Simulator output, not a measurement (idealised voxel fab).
Module name: voxel transistor to metal (process module)
The figure presents cross-section cut, which has a width of 165 nm and is divided into square cells with an edge length of 5 nm.
For the purposes of this document, a cross-section shall be understood as a grid of square cells, specified as bands listed in top-to-bottom order, each band consisting of one or more rows of cells.
What a band's entry tells you: where the top is and where the bottom is, as heights in nm, and after that what lies inside, material by material from left to right, each with its width in nm. Empty space is written as the word "blank", and a single material marked with the word "throughout" occupies the band from edge to edge.
Note: height 0 marks the level under which the wafer is uniformly one material as received. Lowest band unbounded below, written "0 down".
When a width is written as two numbers, as in "30..40", the first number is the width in the top row of cells of the band and the second is the width in its bottom row, and the width changes by the same amount from each row to the next.
Key: "remains unaltered" - step with no changed cell in the cross-section.
For the entry "Unvented voids", the listed items are empty spaces with no open way to the top whose size is 8 cells or more; each item follows the pattern width x height at distance, where distance is from the left edge and all three are in nm.
On each step's line, the part that comes after the settings is the simulator's own comment on the step.
overlay nm: where the mask lay relative to plan, measured to the right, on steps with a mask; negatives go left.
### The following list gives the planned process steps
1. RECEIVE (material Si)
2. CONFORMAL_DEP (material SiO2; thk nm 5)
3. CONFORMAL_DEP (material SiN; thk nm 10)
4. PATTERN (tone cover; mask id ACTIVE; material resist; width nm 115; thk nm 20; overlay nm 0)
5. DIRECTIONAL_ETCH (etch materials SiN; depth nm 10)
6. DIRECTIONAL_ETCH (etch materials SiO2; depth nm 5)
7. DIRECTIONAL_ETCH (etch materials Si; depth nm 25)
8. STRIP (etch materials resist)
9. FILL_DEP (material SiO2; thk nm 10)
10. CMP (height nm 15)
11. SELECTIVE_ETCH (etch materials SiO2; depth nm 10)
12. STRIP (etch materials SiN)
13. SELECTIVE_ETCH (etch materials SiO2; depth nm 5)
14. OXIDIZE (depth nm 5)
15. DIRECTIONAL_DEP (material polySi; thk nm 25)
16. DIRECTIONAL_DEP (material SiCN; thk nm 15)
17. MASKED_ETCH (tone cover; mask id GATE; width nm 25; etch materials SiCN; depth nm 25; overlay nm 0)
18. MASKED_ETCH (tone cover; mask id GATE; width nm 25; etch materials polySi; depth nm 35; overlay nm 0)
19. CONFORMAL_DEP (material SiN; thk nm 10)
20. DIRECTIONAL_ETCH (etch materials SiN; depth nm 10)
21. DIRECTIONAL_ETCH (etch materials SiO2; depth nm 5)
22. DIRECTIONAL_ETCH (etch materials Si; depth nm 15)
23. EPI (material nSi; thk nm 20)
24. FILL_DEP (material SiO2; thk nm 5)
25. CMP (height nm 25)
26. STRIP (etch materials polySi)
27. SELECTIVE_ETCH (etch materials SiO2; depth nm 5)
28. CONFORMAL_DEP (material HfO2; thk nm 5)
29. CONFORMAL_DEP (material TiN; thk nm 5)
30. FILL_DEP (material W; thk nm 5)
31. CMP (height nm 20)
32. DIRECTIONAL_DEP (material SiO2; thk nm 10)
33. PATTERN (tone open; mask id CONTACT; material resist; width nm 20; pitch nm 75; thk nm 20; overlay nm 0)
34. DIRECTIONAL_ETCH (etch materials SiO2; depth nm 30)
35. STRIP (etch materials resist)
36. CONFORMAL_DEP (material TiN; thk nm 5)
37. FILL_DEP (material W; thk nm 5)
38. CMP (height nm 30)
39. CONFORMAL_DEP (material SiCN; thk nm 5)
40. DIRECTIONAL_DEP (material lowk; thk nm 20)
41. DIRECTIONAL_DEP (material aC; thk nm 15)
42. PATTERN (tone open; mask id METAL_1; material resist; width nm 20; pitch nm 75; thk nm 30; overlay nm 0)
43. DIRECTIONAL_ETCH (etch materials aC; depth nm 15)
44. STRIP (etch materials resist)
45. DIRECTIONAL_ETCH (etch materials lowk; depth nm 20)
46. DIRECTIONAL_ETCH (etch materials SiCN; depth nm 5)
47. STRIP (etch materials aC)
48. CONFORMAL_DEP (material TiN; thk nm 5)
49. FILL_DEP (material Cu; thk nm 5)
50. CMP (height nm 55)
51. EPI (material Ru; thk nm 5)
52. FILL_DEP (material SiCN; thk nm 5)
53. DIRECTIONAL_DEP (material lowk; thk nm 30)
54. MASKED_ETCH (tone open; mask id METAL_2; width nm 20; pitch nm 75; etch materials lowk; depth nm 15; overlay nm 0)
55. MASKED_ETCH (tone open; mask id METAL_2_HOLES; width nm 15; pitch nm 75; etch materials lowk; depth nm 15; overlay nm 0)
56. MASKED_ETCH (tone open; mask id METAL_2_HOLES; width nm 15; pitch nm 75; etch materials SiCN; depth nm 5; overlay nm 0)
57. CONFORMAL_DEP (material TiN; thk nm 5)
58. FILL_DEP (material Cu; thk nm 5)
59. CMP (height nm 95)
60. CONFORMAL_DEP (material SiCN; thk nm 5)
### Wafer as received: cross-section following step 1
0 down  Si throughout
Unvented voids: none
### The first of the two wafers as seen in cross-section once the module was finished; processing followed the plan
100 to 95  SiCN throughout
95 to 85  35 nm lowk, 5 nm TiN, 10 nm Cu, 5 nm TiN, 55 nm lowk, 5 nm TiN, 10 nm Cu, 5 nm TiN, 35 nm lowk
85 to 80  35 nm lowk, 5 nm TiN, 5 nm Cu, 10 nm TiN, 55 nm lowk, 5 nm TiN, 5 nm Cu, 10 nm TiN, 35 nm lowk
80 to 65  35 nm lowk, 5 nm TiN, 5 nm Cu, 5 nm TiN, 60 nm lowk, 5 nm TiN, 5 nm Cu, 5 nm TiN, 40 nm lowk
65 to 60  35 nm SiCN, 15 nm TiN, 60 nm SiCN, 15 nm TiN, 40 nm SiCN
60 to 55  30 nm SiCN, 30 nm Ru, 45 nm SiCN, 30 nm Ru, 30 nm SiCN
55 to 35  35 nm lowk, 5 nm TiN, 10 nm Cu, 5 nm TiN, 55 nm lowk, 5 nm TiN, 10 nm Cu, 5 nm TiN, 35 nm lowk
35 to 30  35 nm SiCN, 20 nm TiN, 55 nm SiCN, 20 nm TiN, 35 nm SiCN
30 to 20  35 nm SiO2, 5 nm TiN, 10 nm W, 5 nm TiN, 55 nm SiO2, 5 nm TiN, 10 nm W, 5 nm TiN, 35 nm SiO2
20 to 15  35 nm SiO2, 20 nm TiN, 5 nm SiO2, 10 nm SiN, 5 nm HfO2, 5 nm TiN, 5 nm W, 5 nm TiN, 5 nm HfO2, 10 nm SiN, 5 nm SiO2, 20 nm TiN, 35 nm SiO2
15 to 5  35 nm SiO2, 5 nm TiN, 20 nm nSi, 10 nm SiN, 5 nm HfO2, 5 nm TiN, 5 nm W, 5 nm TiN, 5 nm HfO2, 10 nm SiN, 20 nm nSi, 5 nm TiN, 35 nm SiO2
5 to 0  35 nm SiO2, 5 nm TiN, 20 nm nSi, 10 nm SiN, 5 nm HfO2, 15 nm TiN, 5 nm HfO2, 10 nm SiN, 20 nm nSi, 5 nm TiN, 35 nm SiO2
0 to -5  20 nm SiO2, 40 nm nSi, 5 nm SiO2, 35 nm HfO2, 5 nm SiO2, 40 nm nSi, 20 nm SiO2
-5 to -20  25 nm SiO2, 35 nm nSi, 45 nm Si, 35 nm nSi, 25 nm SiO2
-20 to -25  25 nm SiO2, 115 nm Si, 25 nm SiO2
-25 down  Si throughout
Unvented voids: none
### Second wafer through the module, sectioned at the end: same beginning and same plan as the first wafer, with one mistake in carrying it out
100 to 95  SiCN throughout
95 to 85  35 nm lowk, 5 nm TiN, 10 nm Cu, 5 nm TiN, 55 nm lowk, 5 nm TiN, 10 nm Cu, 5 nm TiN, 35 nm lowk
85 to 80  35 nm lowk, 5 nm TiN, 5 nm Cu, 10 nm TiN, 55 nm lowk, 5 nm TiN, 5 nm Cu, 10 nm TiN, 35 nm lowk
80 to 65  35 nm lowk, 5 nm TiN, 5 nm Cu, 5 nm TiN, 60 nm lowk, 5 nm TiN, 5 nm Cu, 5 nm TiN, 40 nm lowk
65 to 60  35 nm SiCN, 15 nm TiN, 60 nm SiCN, 15 nm TiN, 40 nm SiCN
60 to 55  40 nm Ru, 10 nm SiCN, 65 nm Ru, 10 nm SiCN, 40 nm Ru
55 to 35  30 nm Cu, 5 nm TiN, 20 nm lowk, 5 nm TiN, 45 nm Cu, 5 nm TiN, 20 nm lowk, 5 nm TiN, 30 nm Cu
35 to 30  35 nm TiN, 20 nm SiCN, 55 nm TiN, 20 nm SiCN, 35 nm TiN
30 to 20  35 nm SiO2, 5 nm TiN, 10 nm W, 5 nm TiN, 55 nm SiO2, 5 nm TiN, 10 nm W, 5 nm TiN, 35 nm SiO2
20 to 15  35 nm SiO2, 20 nm TiN, 5 nm SiO2, 10 nm SiN, 5 nm HfO2, 5 nm TiN, 5 nm W, 5 nm TiN, 5 nm HfO2, 10 nm SiN, 5 nm SiO2, 20 nm TiN, 35 nm SiO2
15 to 5  35 nm SiO2, 5 nm TiN, 20 nm nSi, 10 nm SiN, 5 nm HfO2, 5 nm TiN, 5 nm W, 5 nm TiN, 5 nm HfO2, 10 nm SiN, 20 nm nSi, 5 nm TiN, 35 nm SiO2
5 to 0  35 nm SiO2, 5 nm TiN, 20 nm nSi, 10 nm SiN, 5 nm HfO2, 15 nm TiN, 5 nm HfO2, 10 nm SiN, 20 nm nSi, 5 nm TiN, 35 nm SiO2
0 to -5  20 nm SiO2, 40 nm nSi, 5 nm SiO2, 35 nm HfO2, 5 nm SiO2, 40 nm nSi, 20 nm SiO2
-5 to -20  25 nm SiO2, 35 nm nSi, 45 nm Si, 35 nm nSi, 25 nm SiO2
-20 to -25  25 nm SiO2, 115 nm Si, 25 nm SiO2
-25 down  Si throughout
Unvented voids: none
The mistake made against the process plan was this: note that step 42 departed from the planned setting and was carried out as PATTERN (tone cover; mask id METAL_1; material resist; width nm 20; pitch nm 75; thk nm 30; overlay nm 0)
Wafer comparison, final, in cells, second relative to first, materials more or fewer: 68 more of Cu | 17 more of Ru | 34 fewer of SiCN | 17 more of TiN | 68 fewer of lowk
